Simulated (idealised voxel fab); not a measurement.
The following is a process module called voxel tone inversion.
Displayed cross-section: cut, width of 210 nm, square cells sized 5 nm.
A cross-section is a grid of square cells, given in bands from the top down. A band is one or more rows of cells.
What a band's entry tells you: where the top is and where the bottom is, as heights in nm, and after that what lies inside, material by material from left to right, each with its width in nm. Empty space is written as the word "empty", and a single material marked with the word "edge to edge" occupies the band from edge to edge.
A quick word on heights: they are counted from 0, and under that level the wafer as it came to us is one material throughout. The lowest band is different from the rest in having no bottom; it simply continues downward, written as in "0..down".
The two numbers in a width such as "30 to 40" mark its ends across the band: the first belongs to the top row of cells, the second to the bottom row, and from each row to the next the width moves by the same amount.
"no modification" -> step changed no cross-section cell.
"Completely sealed voids": sealed empty spaces, 8 cells or more, no open way to top, listed width x height at distance, with distance from the left edge and width, height and distance in nm.
On a step's line, text after the settings is the simulator commenting on that step.
overlay nm: for a step with a mask, the amount by which the mask lay right of where it was planned; a negative amount means left of it.

[Intended process steps]
step 1: RECEIVE: material Si
step 2: CONFORMAL_DEP: material SiCN, thk nm 5
step 3: DIRECTIONAL_DEP: material aC, thk nm 20
step 4: PATTERN: tone cover, mask id POSTS, material resist, width nm 15, pitch nm 45, thk nm 30, overlay nm -15
step 5: DIRECTIONAL_ETCH: etch materials aC, depth nm 20
step 6: STRIP: etch materials resist
step 7: FILL_DEP: material SiO2, thk nm 5
step 8: CMP: height nm 25
step 9: STRIP: etch materials aC
Wafers differ in overlay nm at step 4; plan lists the first wafer's value; identical starting state.

[This is how the first of several wafers looked in cross-section when it arrived, which is after step 1]
    0..down | Si edge to edge
    Completely sealed voids: none

[End of module, by wafer: material-by-material cell gain (+) or loss (-) since receipt, then closed voids]
overlay nm -15, +42 SiCN, +144 SiO2, Completely sealed voids: none
overlay nm -10, +42 SiCN, +144 SiO2, Completely sealed voids: none
overlay nm -5, +42 SiCN, +144 SiO2, Completely sealed voids: none
overlay nm 0, +42 SiCN, +144 SiO2, Completely sealed voids: none
overlay nm 5, +42 SiCN, +144 SiO2, Completely sealed voids: none
overlay nm 10, +42 SiCN, +144 SiO2, Completely sealed voids: none
overlay nm 15, +42 SiCN, +144 SiO2, Completely sealed voids: none
